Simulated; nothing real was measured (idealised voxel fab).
The following is a process module called voxel wiring stack.
The cross-section on display is named cut; it measures 275 nm wide, and its cells are 5 nm squares.
In this document a cross-section is written as a grid of square cells. It is given as a series of bands, listed from the top down, and a band is one or more rows of cells. Band entry format. Leading values: height of top, height of bottom, nm. Remainder: materials in left-to-right order, each with its width in nm. Special words: "everywhere" on a single material, which then fills the band edge to edge; "empty", empty space. Below 0: as-received wafer, all one material; heights counted from there. Lowest band: no bottom, goes on down, written "0 down". Think of "30..40" as a width that walks from the first number to the second as you go down the band, top row to bottom row, taking equal-sized steps from row to row. Any step labelled "nothing changed" changed none of the cells in the cross-section. "Enclosed internal cavities" contains a list of empty spaces, each no smaller than 8 cells and without an open way to the top, written in the form width x height at distance with the distance from the left edge and all three in nm. Text after the settings on a step's line: the simulator's own remark on that step. When a step includes a mask, the "overlay nm" setting on its line states how far to the right of its planned place that mask lay, and negative values state how far to the left. The remainder of this document consists of a sequence of paired cross-sections. Each pair presents the cross-section prior to one process step together with the cross-section following it, the latter being rendered only as deep as the lowest band that underwent change. The intervening step, together with its settings, is stated beneath each pair. Because the pairs may originate from different runs of this module on the same starting wafer, a given pair is to be read as continuing from the preceding pair only where its entry headed "Prior state" so indicates.
Prior state:
    110 to 95: aC 30, empty 15, aC 45, empty 15, aC 45, empty 15, aC 45, empty 15, aC 50
    95 to 70: SiO2 everywhere
    70 to 65: SiCN everywhere
    65 to 50: SiO2 25, SiCN 5, W 30, SiCN 5, SiO2 20, SiCN 5, W 30, SiCN 5, SiO2 20, SiCN 5, W 30, SiCN 5, SiO2 20, SiCN 5, W 30, SiCN 5, SiO2 30
    50 to 45: SiCN 30, TiN 30, SiCN 30, TiN 30, SiCN 30, TiN 30, SiCN 30, TiN 30, SiCN 35
    45 to 35: lowk 30, TiN 5, Ru 5, TiN 5, lowk 105, TiN 5, Ru 5, TiN 5, lowk 110
    35 to 30: SiCN 30, TiN 15, SiCN 105, TiN 15, SiCN 110
    30 to 25: W everywhere
    25 to 20: TiN 35, W 20, TiN 40, W 20, TiN 40, W 20, TiN 40, W 20, TiN 40
    20 to 5: lowk 30, TiN 5, W 20, TiN 5, lowk 30, TiN 5, W 20, TiN 5, lowk 30, TiN 5, W 20, TiN 5, lowk 30, TiN 5, W 20, TiN 5, lowk 35
    5 to 0: SiN 30, TiN 30, SiN 30, TiN 30, SiN 30, TiN 30, SiN 30, TiN 30, SiN 35
    0 down: Si everywhere
    Enclosed internal cavities: none
As Processed:
    110 to 95: aC 30, empty 15, aC 45, empty 15, aC 45, empty 15, aC 45, empty 15, aC 50
    95 to 70: SiO2 30, empty 15, SiO2 45, empty 15, SiO2 45, empty 15, SiO2 45, empty 15, SiO2 50
    Under 70: no change, same as before.
    Enclosed internal cavities: none
Between the two cross-sections shown above, the process step is DIRECTIONAL_ETCH [etch materials SiO2] [depth nm 25]
Prior state: per the after cross-section of the pair just above.
As Processed:
    95 to 70: SiO2 30, empty 15, SiO2 45, empty 15, SiO2 45, empty 15, SiO2 45, empty 15, SiO2 50
    Under 70: no change, same as before.
    Enclosed internal cavities: none
Between the two cross-sections shown above, the process step is STRIP [etch materials aC]
Prior state: per the after cross-section of the pair just above.
As Processed:
    105 to 95: aC 30, empty 15, aC 45, empty 15, aC 45, empty 15, aC 45, empty 15, aC 50
    95 to 80: SiO2 30, empty 15, SiO2 45, empty 15, SiO2 45, empty 15, SiO2 45, empty 15, SiO2 50
    80 to 70: SiO2 30, aC 15, SiO2 45, aC 15, SiO2 45, aC 15, SiO2 45, aC 15, SiO2 50
    Under 70: no change, same as before.
    Enclosed internal cavities: none
Between the two cross-sections shown above, the process step is DIRECTIONAL_DEP [material aC] [thk nm 10]
Prior state: per the after cross-section of the pair just above.
As Processed:
    135 to 105: resist 30, empty 30, resist 30, empty 30, resist 30, empty 30, resist 30, empty 30, resist 35
    Under 105: no change, same as before.
    Enclosed internal cavities: none
Between the two cross-sections shown above, the process step is PATTERN [tone open] [mask id METAL_3] [material resist] [width nm 30] [pitch nm 60] [thk nm 30] [overlay nm 0]
Prior state: per the after cross-section of the pair just above.
As Processed:
    125 to 105: resist 30, empty 30, resist 30, empty 30, resist 30, empty 30, resist 30, empty 30, resist 35
    105 to 95: aC 30, empty 30, aC 30, empty 30, aC 30, empty 30, aC 30, empty 30, aC 35
    95 to 70: SiO2 30, empty 15, SiO2 45, empty 15, SiO2 45, empty 15, SiO2 45, empty 15, SiO2 50
    Under 70: no change, same as before.
    Enclosed internal cavities: none
Between the two cross-sections shown above, the process step is DIRECTIONAL_ETCH [etch materials aC] [depth nm 10]
Prior state: per the after cross-section of the pair just above.
As Processed:
    105 to 95: aC 30, empty 30, aC 30, empty 30, aC 30, empty 30, aC 30, empty 30, aC 35
    Under 95: no change, same as before.
    Enclosed internal cavities: none
Between the two cross-sections shown above, the process step is STRIP [etch materials resist]
Prior state: per the after cross-section of the pair just above.
As Processed:
    105 to 95: aC 30, empty 30, aC 30, empty 30, aC 30, empty 30, aC 30, empty 30, aC 35
    95 to 80: SiO2 30, empty 30, SiO2 30, empty 30, SiO2 30, empty 30, SiO2 30, empty 30, SiO2 35
    Under 80: no change, same as before.
    Enclosed internal cavities: none
Between the two cross-sections shown above, the process step is DIRECTIONAL_ETCH [etch materials SiO2] [depth nm 15]
Prior state: per the after cross-section of the pair just above.
As Processed:
    105 to 95: aC 30, empty 30, aC 30, empty 30, aC 30, empty 30, aC 30, empty 30, aC 35
    95 to 80: SiO2 30, empty 30, SiO2 30, empty 30, SiO2 30, empty 30, SiO2 30, empty 30, SiO2 35
    80 to 70: SiO2 30, empty 15, SiO2 45, empty 15, SiO2 45, empty 15, SiO2 45, empty 15, SiO2 50
    70 to 65: SiCN 30, empty 15, SiCN 45, empty 15, SiCN 45, empty 15, SiCN 45, empty 15, SiCN 50
    Under 65: no change, same as before.
    Enclosed internal cavities: none
Between the two cross-sections shown above, the process step is DIRECTIONAL_ETCH [etch materials SiCN] [depth nm 5]
Prior state: per the after cross-section of the pair just above.
As Processed:
    95 to 80: SiO2 30, empty 30, SiO2 30, empty 30, SiO2 30, empty 30, SiO2 30, empty 30, SiO2 35
    Under 80: no change, same as before.
    Enclosed internal cavities: none
Between the two cross-sections shown above, the process step is STRIP [etch materials aC]
Prior state: per the after cross-section of the pair just above.
As Processed:
    100 to 95: TiN 35, empty 20, TiN 40, empty 20, TiN 40, empty 20, TiN 40, empty 20, TiN 40
    95 to 85: SiO2 30, TiN 5, empty 20, TiN 5, SiO2 30, TiN 5, empty 20, TiN 5, SiO2 30, TiN 5, empty 20, TiN 5, SiO2 30, TiN 5, empty 20, TiN 5, SiO2 35
    85 to 80: SiO2 30, TiN 5, empty 5, TiN 20, SiO2 30, TiN 5, empty 5, TiN 20, SiO2 30, TiN 5, empty 5, TiN 20, SiO2 30, TiN 5, empty 5, TiN 20, SiO2 35
    80 to 70: SiO2 30, TiN 5, empty 5, TiN 5, SiO2 45, TiN 5, empty 5, TiN 5, SiO2 45, TiN 5, empty 5, TiN 5, SiO2 45, TiN 5, empty 5, TiN 5, SiO2 50
    70 to 65: SiCN 30, TiN 15, SiCN 45, TiN 15, SiCN 45, TiN 15, SiCN 45, TiN 15, SiCN 50
    Under 65: no change, same as before.
    Enclosed internal cavities: none
Between the two cross-sections shown above, the process step is CONFORMAL_DEP [material TiN] [thk nm 5]
Prior state: per the after cross-section of the pair just above.
As Processed:
    105 to 100: Cu everywhere
    100 to 95: TiN 35, Cu 20, TiN 40, Cu 20, TiN 40, Cu 20, TiN 40, Cu 20, TiN 40
    95 to 85: SiO2 30, TiN 5, Cu 20, TiN 5, SiO2 30, TiN 5, Cu 20, TiN 5, SiO2 30, TiN 5, Cu 20, TiN 5, SiO2 30, TiN 5, Cu 20, TiN 5, SiO2 35
    85 to 80: SiO2 30, TiN 5, Cu 5, TiN 20, SiO2 30, TiN 5, Cu 5, TiN 20, SiO2 30, TiN 5, Cu 5, TiN 20, SiO2 30, TiN 5, Cu 5, TiN 20, SiO2 35
    80 to 70: SiO2 30, TiN 5, Cu 5, TiN 5, SiO2 45, TiN 5, Cu 5, TiN 5, SiO2 45, TiN 5, Cu 5, TiN 5, SiO2 45, TiN 5, Cu 5, TiN 5, SiO2 50
    Under 70: no change, same as before.
    Enclosed internal cavities: none
Between the two cross-sections shown above, the process step is FILL_DEP [material Cu] [thk nm 5]
Prior state: per the after cross-section of the pair just above.
As Processed:
    95 to 85: SiO2 30, TiN 5, Cu 20, TiN 5, SiO2 30, TiN 5, Cu 20, TiN 5, SiO2 30, TiN 5, Cu 20, TiN 5, SiO2 30, TiN 5, Cu 20, TiN 5, SiO2 35
    Under 85: no change, same as before.
    Enclosed internal cavities: none
Between the two cross-sections shown above, the process step is CMP [height nm 95]
Prior state: per the after cross-section of the pair just above.
As Processed:
    100 to 95: SiCN everywhere
    Under 95: no change, same as before.
    Enclosed internal cavities: none
Between the two cross-sections shown above, the process step is CONFORMAL_DEP [material SiCN] [thk nm 5]
Prior state:
    95 to 70: SiO2 everywhere
    70 to 65: SiCN everywhere
    65 to 50: SiO2 25, SiCN 5, W 30, SiCN 5, SiO2 20, SiCN 5, W 30, SiCN 5, SiO2 20, SiCN 5, W 30, SiCN 5, SiO2 20, SiCN 5, W 30, SiCN 5, SiO2 30
    50 to 45: SiCN 30, TiN 30, SiCN 30, TiN 30, SiCN 30, TiN 30, SiCN 30, TiN 30, SiCN 35
    45 to 35: lowk 30, TiN 5, Ru 5, TiN 5, lowk 105, TiN 5, Ru 5, TiN 5, lowk 110
    35 to 30: SiCN 30, TiN 15, SiCN 105, TiN 15, SiCN 110
    30 to 15: lowk 30, TiN 5, W 20, TiN 5, lowk 30, TiN 5, W 20, TiN 5, lowk 30, TiN 5, W 20, TiN 5, lowk 30, TiN 5, W 20, TiN 5, lowk 35
    15 to 10: SiN 30, TiN 30, SiN 30, TiN 30, SiN 30, TiN 30, SiN 30, TiN 30, SiN 35
    10 to 0: SiO2 everywhere
    0 down: Si everywhere
    Enclosed internal cavities: none
As Processed:
    120 to 70: SiO2 everywhere
    Under 70: no change, same as before.
    Enclosed internal cavities: none
Between the two cross-sections shown above, the process step is DIRECTIONAL_DEP [material SiO2] [thk nm 25]
Prior state: per the after cross-section of the pair just above.
As Processed:
    135 to 120: aC everywhere
    Under 120: no change, same as before.
    Enclosed internal cavities: none
Between the two cross-sections shown above, the process step is DIRECTIONAL_DEP [material aC] [thk nm 15]
Prior state: per the after cross-section of the pair just above.
As Processed:
    170 to 135: resist 30, empty 15, resist 45, empty 15, resist 45, empty 15, resist 45, empty 15, resist 50
    Under 135: no change, same as before.
    Enclosed internal cavities: none
Between the two cross-sections shown above, the process step is PATTERN [tone open] [mask id METAL_3_HOLES] [material resist] [width nm 15] [pitch nm 60] [thk nm 35] [overlay nm 0]
Prior state: per the after cross-section of the pair just above.
As Processed:
    155 to 135: resist 30, empty 15, resist 45, empty 15, resist 45, empty 15, resist 45, empty 15, resist 50
    135 to 120: aC 30, empty 15, aC 45, empty 15, aC 45, empty 15, aC 45, empty 15, aC 50
    Under 120: no change, same as before.
    Enclosed internal cavities: none
Between the two cross-sections shown above, the process step is DIRECTIONAL_ETCH [etch materials aC] [depth nm 15]
Prior state: per the after cross-section of the pair just above.
As Processed:
    135 to 120: aC 30, empty 15, aC 45, empty 15, aC 45, empty 15, aC 45, empty 15, aC 50
    Under 120: no change, same as before.
    Enclosed internal cavities: none
Between the two cross-sections shown above, the process step is STRIP [etch materials resist]
Prior state: per the after cross-section of the pair just above.
As Processed:
    135 to 120: aC 30, empty 15, aC 45, empty 15, aC 45, empty 15, aC 45, empty 15, aC 50
    120 to 95: SiO2 30, empty 15, SiO2 45, empty 15, SiO2 45, empty 15, SiO2 45, empty 15, SiO2 50
    Under 95: no change, same as before.
    Enclosed internal cavities: none
Between the two cross-sections shown above, the process step is DIRECTIONAL_ETCH [etch materials SiO2] [depth nm 25]
Prior state: per the after cross-section of the pair just above.
As Processed:
    120 to 95: SiO2 30, empty 15, SiO2 45, empty 15, SiO2 45, empty 15, SiO2 45, empty 15, SiO2 50
    Under 95: no change, same as before.
    Enclosed internal cavities: none
Between the two cross-sections shown above, the process step is STRIP [etch materials aC]
Prior state: per the after cross-section of the pair just above.
As Processed:
    130 to 120: aC 30, empty 15, aC 45, empty 15, aC 45, empty 15, aC 45, empty 15, aC 50
    120 to 105: SiO2 30, empty 15, SiO2 45, empty 15, SiO2 45, empty 15, SiO2 45, empty 15, SiO2 50
    105 to 95: SiO2 30, aC 15, SiO2 45, aC 15, SiO2 45, aC 15, SiO2 45, aC 15, SiO2 50
    Under 95: no change, same as before.
    Enclosed internal cavities: none
Between the two cross-sections shown above, the process step is DIRECTIONAL_DEP [material aC] [thk nm 10]
Prior state: per the after cross-section of the pair just above.
As Processed:
    160 to 130: resist 30, empty 30, resist 30, empty 30, resist 30, empty 30, resist 30, empty 30, resist 35
    Under 130: no change, same as before.
    Enclosed internal cavities: none
Between the two cross-sections shown above, the process step is PATTERN [tone open] [mask id METAL_3] [material resist] [width nm 30] [pitch nm 60] [thk nm 30] [overlay nm 0]
Prior state: per the after cross-section of the pair just above.
As Processed:
    150 to 130: resist 30, empty 30, resist 30, empty 30, resist 30, empty 30, resist 30, empty 30, resist 35
    130 to 120: aC 30, empty 30, aC 30, empty 30, aC 30, empty 30, aC 30, empty 30, aC 35
    120 to 95: SiO2 30, empty 15, SiO2 45, empty 15, SiO2 45, empty 15, SiO2 45, empty 15, SiO2 50
    Under 95: no change, same as before.
    Enclosed internal cavities: none
Between the two cross-sections shown above, the process step is DIRECTIONAL_ETCH [etch materials aC] [depth nm 10]
Prior state: per the after cross-section of the pair just above.
As Processed:
    130 to 120: aC 30, empty 30, aC 30, empty 30, aC 30, empty 30, aC 30, empty 30, aC 35
    Under 120: no change, same as before.
    Enclosed internal cavities: none
Between the two cross-sections shown above, the process step is STRIP [etch materials resist]
Prior state: per the after cross-section of the pair just above.
As Processed:
    130 to 120: aC 30, empty 30, aC 30, empty 30, aC 30, empty 30, aC 30, empty 30, aC 35
    120 to 105: SiO2 30, empty 30, SiO2 30, empty 30, SiO2 30, empty 30, SiO2 30, empty 30, SiO2 35
    105 to 80: SiO2 30, empty 15, SiO2 45, empty 15, SiO2 45, empty 15, SiO2 45, empty 15, SiO2 50
    Under 80: no change, same as before.
    Enclosed internal cavities: none
Between the two cross-sections shown above, the process step is DIRECTIONAL_ETCH [etch materials SiO2] [depth nm 15]
Prior state: per the after cross-section of the pair just above.
As Processed:
    120 to 105: SiO2 30, empty 30, SiO2 30, empty 30, SiO2 30, empty 30, SiO2 30, empty 30, SiO2 35
    Under 105: no change, same as before.
    Enclosed internal cavities: none
Between the two cross-sections shown above, the process step is STRIP [etch materials aC]
Prior state: per the after cross-section of the pair just above.
As Processed:
    125 to 120: TiN 35, empty 20, TiN 40, empty 20, TiN 40, empty 20, TiN 40, empty 20, TiN 40
    120 to 110: SiO2 30, TiN 5, empty 20, TiN 5, SiO2 30, TiN 5, empty 20, TiN 5, SiO2 30, TiN 5, empty 20, TiN 5, SiO2 30, TiN 5, empty 20, TiN 5, SiO2 35
    110 to 105: SiO2 30, TiN 5, empty 5, TiN 20, SiO2 30, TiN 5, empty 5, TiN 20, SiO2 30, TiN 5, empty 5, TiN 20, SiO2 30, TiN 5, empty 5, TiN 20, SiO2 35
    105 to 85: SiO2 30, TiN 5, empty 5, TiN 5, SiO2 45, TiN 5, empty 5, TiN 5, SiO2 45, TiN 5, empty 5, TiN 5, SiO2 45, TiN 5, empty 5, TiN 5, SiO2 50
    85 to 80: SiO2 30, TiN 15, SiO2 45, TiN 15, SiO2 45, TiN 15, SiO2 45, TiN 15, SiO2 50
    Under 80: no change, same as before.
    Enclosed internal cavities: none
Between the two cross-sections shown above, the process step is CONFORMAL_DEP [material TiN] [thk nm 5]
Prior state: per the after cross-section of the pair just above.
As Processed:
    130 to 125: Cu everywhere
    125 to 120: TiN 35, Cu 20, TiN 40, Cu 20, TiN 40, Cu 20, TiN 40, Cu 20, TiN 40
    120 to 110: SiO2 30, TiN 5, Cu 20, TiN 5, SiO2 30, TiN 5, Cu 20, TiN 5, SiO2 30, TiN 5, Cu 20, TiN 5, SiO2 30, TiN 5, Cu 20, TiN 5, SiO2 35
    110 to 105: SiO2 30, TiN 5, Cu 5, TiN 20, SiO2 30, TiN 5, Cu 5, TiN 20, SiO2 30, TiN 5, Cu 5, TiN 20, SiO2 30, TiN 5, Cu 5, TiN 20, SiO2 35
    105 to 85: SiO2 30, TiN 5, Cu 5, TiN 5, SiO2 45, TiN 5, Cu 5, TiN 5, SiO2 45, TiN 5, Cu 5, TiN 5, SiO2 45, TiN 5, Cu 5, TiN 5, SiO2 50
    Under 85: no change, same as before.
    Enclosed internal cavities: none
Between the two cross-sections shown above, the process step is FILL_DEP [material Cu] [thk nm 5]
Prior state: per the after cross-section of the pair just above.
As Processed:
    95 to 85: SiO2 30, TiN 5, Cu 5, TiN 5, SiO2 45, TiN 5, Cu 5, TiN 5, SiO2 45, TiN 5, Cu 5, TiN 5, SiO2 45, TiN 5, Cu 5, TiN 5, SiO2 50
    Under 85: no change, same as before.
    Enclosed internal cavities: none
Between the two cross-sections shown above, the process step is CMP [height nm 95]
Prior state: per the after cross-section of the pair just above.
As Processed:
    100 to 95: SiCN everywhere
    Under 95: no change, same as before.
    Enclosed internal cavities: none
Between the two cross-sections shown above, the process step is CONFORMAL_DEP [material SiCN] [thk nm 5]
Prior state:
    45 to 35: lowk 30, TiN 5, Ru 5, TiN 5, lowk 105, TiN 5, Ru 5, TiN 5, lowk 110
    35 to 30: SiCN 30, TiN 15, SiCN 105, TiN 15, SiCN 110
    30 to 15: lowk 30, TiN 5, W 20, TiN 5, lowk 30, TiN 5, W 20, TiN 5, lowk 30, TiN 5, W 20, TiN 5, lowk 30, TiN 5, W 20, TiN 5, lowk 35
    15 to 10: SiN 30, TiN 30, SiN 30, TiN 30, SiN 30, TiN 30, SiN 30, TiN 30, SiN 35
    10 to 0: SiO2 everywhere
    0 down: Si everywhere
    Enclosed internal cavities: none
As Processed:
    60 to 45: W everywhere
    Under 45: no change, same as before.
    Enclosed internal cavities: none
Between the two cross-sections shown above, the process step is DIRECTIONAL_DEP [material W] [thk nm 15]
Prior state: per the after cross-section of the pair just above.
As Processed:
    65 to 60: TiN everywhere
    Under 60: no change, same as before.
    Enclosed internal cavities: none
Between the two cross-sections shown above, the process step is DIRECTIONAL_DEP [material TiN] [thk nm 5]
Prior state: per the after cross-section of the pair just above.
As Processed:
    65 to 60: empty 30, TiN 30, empty 30, TiN 30, empty 30, TiN 30, empty 30, TiN 30, empty 35
    Under 60: no change, same as before.
    Enclosed internal cavities: none
Between the two cross-sections shown above, the process step is MASKED_ETCH [tone cover] [mask id METAL_2] [width nm 30] [pitch nm 60] [etch materials TiN] [depth nm 5] [overlay nm 0]
Prior state: per the after cross-section of the pair just above.
As Processed:
    70 to 65: empty 25, SiCN 40, empty 20, SiCN 40, empty 20, SiCN 40, empty 20, SiCN 40, empty 30
    65 to 60: SiCN 30, TiN 30, SiCN 30, TiN 30, SiCN 30, TiN 30, SiCN 30, TiN 30, SiCN 35
    Under 60: no change, same as before.
    Enclosed internal cavities: none
Between the two cross-sections shown above, the process step is CONFORMAL_DEP [material SiCN] [thk nm 5]
Prior state: per the after cross-section of the pair just above.
As Processed:
    75 to 70: SiO2 everywhere
    70 to 65: SiO2 25, SiCN 40, SiO2 20, SiCN 40, SiO2 20, SiCN 40, SiO2 20, SiCN 40, SiO2 30
    Under 65: no change, same as before.
    Enclosed internal cavities: none
Between the two cross-sections shown above, the process step is FILL_DEP [material SiO2] [thk nm 5]
Prior state: per the after cross-section of the pair just above.
As Processed:
    65 to 60: SiCN 30, TiN 30, SiCN 30, TiN 30, SiCN 30, TiN 30, SiCN 30, TiN 30, SiCN 35
    Under 60: no change, same as before.
    Enclosed internal cavities: none
Between the two cross-sections shown above, the process step is CMP [height nm 65]
Prior state: per the after cross-section of the pair just above.
As Processed:
    70 to 65: SiCN everywhere
    Under 65: no change, same as before.
    Enclosed internal cavities: none
Between the two cross-sections shown above, the process step is CONFORMAL_DEP [material SiCN] [thk nm 5]
Prior state: per the after cross-section of the pair just above.
As Processed:
    95 to 70: SiO2 everywhere
    Under 70: no change, same as before.
    Enclosed internal cavities: none
Between the two cross-sections shown above, the process step is DIRECTIONAL_DEP [material SiO2] [thk nm 25]
Prior state: per the after cross-section of the pair just above.
As Processed:
    110 to 95: aC everywhere
    Under 95: no change, same as before.
    Enclosed internal cavities: none
Between the two cross-sections shown above, the process step is DIRECTIONAL_DEP [material aC] [thk nm 15]
Prior state: per the after cross-section of the pair just above.
As Processed:
    145 to 110: resist 30, empty 15, resist 45, empty 15, resist 45, empty 15, resist 45, empty 15, resist 50
    Under 110: no change, same as before.
    Enclosed internal cavities: none
Between the two cross-sections shown above, the process step is PATTERN [tone open] [mask id METAL_3_HOLES] [material resist] [width nm 15] [pitch nm 60] [thk nm 35] [overlay nm 0]
Prior state: per the after cross-section of the pair just above.
As Processed:
    130 to 110: resist 30, empty 15, resist 45, empty 15, resist 45, empty 15, resist 45, empty 15, resist 50
    110 to 95: aC 30, empty 15, aC 45, empty 15, aC 45, empty 15, aC 45, empty 15, aC 50
    Under 95: no change, same as before.
    Enclosed internal cavities: none
Between the two cross-sections shown above, the process step is DIRECTIONAL_ETCH [etch materials aC] [depth nm 15]
Prior state: per the after cross-section of the pair just above.
As Processed:
    110 to 95: aC 30, empty 15, aC 45, empty 15, aC 45, empty 15, aC 45, empty 15, aC 50
    Under 95: no change, same as before.
    Enclosed internal cavities: none
Between the two cross-sections shown above, the process step is STRIP [etch materials resist]
Prior state: per the after cross-section of the pair just above.
As Processed:
    110 to 95: aC 30, empty 15, aC 45, empty 15, aC 45, empty 15, aC 45, empty 15, aC 50
    95 to 70: SiO2 30, empty 15, SiO2 45, empty 15, SiO2 45, empty 15, SiO2 45, empty 15, SiO2 50
    Under 70: no change, same as before.
    Enclosed internal cavities: none
Between the two cross-sections shown above, the process step is DIRECTIONAL_ETCH [etch materials SiO2] [depth nm 25]
Prior state: per the after cross-section of the pair just above.
As Processed:
    95 to 70: SiO2 30, empty 15, SiO2 45, empty 15, SiO2 45, empty 15, SiO2 45, empty 15, SiO2 50
    Under 70: no change, same as before.
    Enclosed internal cavities: none
Between the two cross-sections shown above, the process step is STRIP [etch materials aC]
Prior state: per the after cross-section of the pair just above.
As Processed:
    105 to 95: aC 30, empty 15, aC 45, empty 15, aC 45, empty 15, aC 45, empty 15, aC 50
    95 to 80: SiO2 30, empty 15, SiO2 45, empty 15, SiO2 45, empty 15, SiO2 45, empty 15, SiO2 50
    80 to 70: SiO2 30, aC 15, SiO2 45, aC 15, SiO2 45, aC 15, SiO2 45, aC 15, SiO2 50
    Under 70: no change, same as before.
    Enclosed internal cavities: none
Between the two cross-sections shown above, the process step is DIRECTIONAL_DEP [material aC] [thk nm 10]
Prior state: per the after cross-section of the pair just above.
As Processed:
    135 to 105: resist 30, empty 30, resist 30, empty 30, resist 30, empty 30, resist 30, empty 30, resist 35
    Under 105: no change, same as before.
    Enclosed internal cavities: none
Between the two cross-sections shown above, the process step is PATTERN [tone open] [mask id METAL_3] [material resist] [width nm 30] [pitch nm 60] [thk nm 30] [overlay nm 0]
Prior state: per the after cross-section of the pair just above.
As Processed:
    125 to 105: resist 30, empty 30, resist 30, empty 30, resist 30, empty 30, resist 30, empty 30, resist 35
    105 to 95: aC 30, empty 30, aC 30, empty 30, aC 30, empty 30, aC 30, empty 30, aC 35
    95 to 70: SiO2 30, empty 15, SiO2 45, empty 15, SiO2 45, empty 15, SiO2 45, empty 15, SiO2 50
    Under 70: no change, same as before.
    Enclosed internal cavities: none
Between the two cross-sections shown above, the process step is DIRECTIONAL_ETCH [etch materials aC] [depth nm 10]
Prior state: per the after cross-section of the pair just above.
As Processed:
    105 to 95: aC 30, empty 30, aC 30, empty 30, aC 30, empty 30, aC 30, empty 30, aC 35
    Under 95: no change, same as before.
    Enclosed internal cavities: none
Between the two cross-sections shown above, the process step is STRIP [etch materials resist]
Prior state: per the after cross-section of the pair just above.
As Processed:
    105 to 95: aC 30, empty 30, aC 30, empty 30, aC 30, empty 30, aC 30, empty 30, aC 35
    95 to 80: SiO2 30, empty 30, SiO2 30, empty 30, SiO2 30, empty 30, SiO2 30, empty 30, SiO2 35
    Under 80: no change, same as before.
    Enclosed internal cavities: none
Between the two cross-sections shown above, the process step is DIRECTIONAL_ETCH [etch materials SiO2] [depth nm 15]
Prior state: per the after cross-section of the pair just above.
As Processed:
    105 to 95: aC 30, empty 30, aC 30, empty 30, aC 30, empty 30, aC 30, empty 30, aC 35
    95 to 80: SiO2 30, empty 30, SiO2 30, empty 30, SiO2 30, empty 30, SiO2 30, empty 30, SiO2 35
    80 to 70: SiO2 30, empty 15, SiO2 45, empty 15, SiO2 45, empty 15, SiO2 45, empty 15, SiO2 50
    70 to 65: SiCN 30, empty 15, SiCN 45, empty 15, SiCN 45, empty 15, SiCN 45, empty 15, SiCN 50
    Under 65: no change, same as before.
    Enclosed internal cavities: none
Between the two cross-sections shown above, the process step is DIRECTIONAL_ETCH [etch materials SiCN] [depth nm 5]
Prior state: per the after cross-section of the pair just above.
As Processed:
    95 to 80: SiO2 30, empty 30, SiO2 30, empty 30, SiO2 30, empty 30, SiO2 30, empty 30, SiO2 35
    Under 80: no change, same as before.
    Enclosed internal cavities: none
Between the two cross-sections shown above, the process step is STRIP [etch materials aC]
Prior state: per the after cross-section of the pair just above.
As Processed:
    100 to 95: TiN 35, empty 20, TiN 40, empty 20, TiN 40, empty 20, TiN 40, empty 20, TiN 40
    95 to 85: SiO2 30, TiN 5, empty 20, TiN 5, SiO2 30, TiN 5, empty 20, TiN 5, SiO2 30, TiN 5, empty 20, TiN 5, SiO2 30, TiN 5, empty 20, TiN 5, SiO2 35
    85 to 80: SiO2 30, TiN 5, empty 5, TiN 20, SiO2 30, TiN 5, empty 5, TiN 20, SiO2 30, TiN 5, empty 5, TiN 20, SiO2 30, TiN 5, empty 5, TiN 20, SiO2 35
    80 to 70: SiO2 30, TiN 5, empty 5, TiN 5, SiO2 45, TiN 5, empty 5, TiN 5, SiO2 45, TiN 5, empty 5, TiN 5, SiO2 45, TiN 5, empty 5, TiN 5, SiO2 50
    70 to 60: SiCN 30, TiN 15..30, SiCN 45..30, TiN 15..30, SiCN 45..30, TiN 15..30, SiCN 45..30, TiN 15..30, SiCN 50..35
    Under 60: no change, same as before.
    Enclosed internal cavities: none
Between the two cross-sections shown above, the process step is CONFORMAL_DEP [material TiN] [thk nm 5]
Prior state: per the after cross-section of the pair just above.
As Processed:
    105 to 100: Cu everywhere
    100 to 95: TiN 35, Cu 20, TiN 40, Cu 20, TiN 40, Cu 20, TiN 40, Cu 20, TiN 40
    95 to 85: SiO2 30, TiN 5, Cu 20, TiN 5, SiO2 30, TiN 5, Cu 20, TiN 5, SiO2 30, TiN 5, Cu 20, TiN 5, SiO2 30, TiN 5, Cu 20, TiN 5, SiO2 35
    85 to 80: SiO2 30, TiN 5, Cu 5, TiN 20, SiO2 30, TiN 5, Cu 5, TiN 20, SiO2 30, TiN 5, Cu 5, TiN 20, SiO2 30, TiN 5, Cu 5, TiN 20, SiO2 35
    80 to 70: SiO2 30, TiN 5, Cu 5, TiN 5, SiO2 45, TiN 5, Cu 5, TiN 5, SiO2 45, TiN 5, Cu 5, TiN 5, SiO2 45, TiN 5, Cu 5, TiN 5, SiO2 50
    Under 70: no change, same as before.
    Enclosed internal cavities: none
Between the two cross-sections shown above, the process step is FILL_DEP [material Cu] [thk nm 5]
Prior state: per the after cross-section of the pair just above.
As Processed:
    95 to 85: SiO2 30, TiN 5, Cu 20, TiN 5, SiO2 30, TiN 5, Cu 20, TiN 5, SiO2 30, TiN 5, Cu 20, TiN 5, SiO2 30, TiN 5, Cu 20, TiN 5, SiO2 35
    Under 85: no change, same as before.
    Enclosed internal cavities: none
Between the two cross-sections shown above, the process step is CMP [height nm 95]
Prior state: per the after cross-section of the pair just above.
As Processed:
    100 to 95: SiCN everywhere
    Under 95: no change, same as before.
    Enclosed internal cavities: none
Between the two cross-sections shown above, the process step is CONFORMAL_DEP [material SiCN] [thk nm 5]
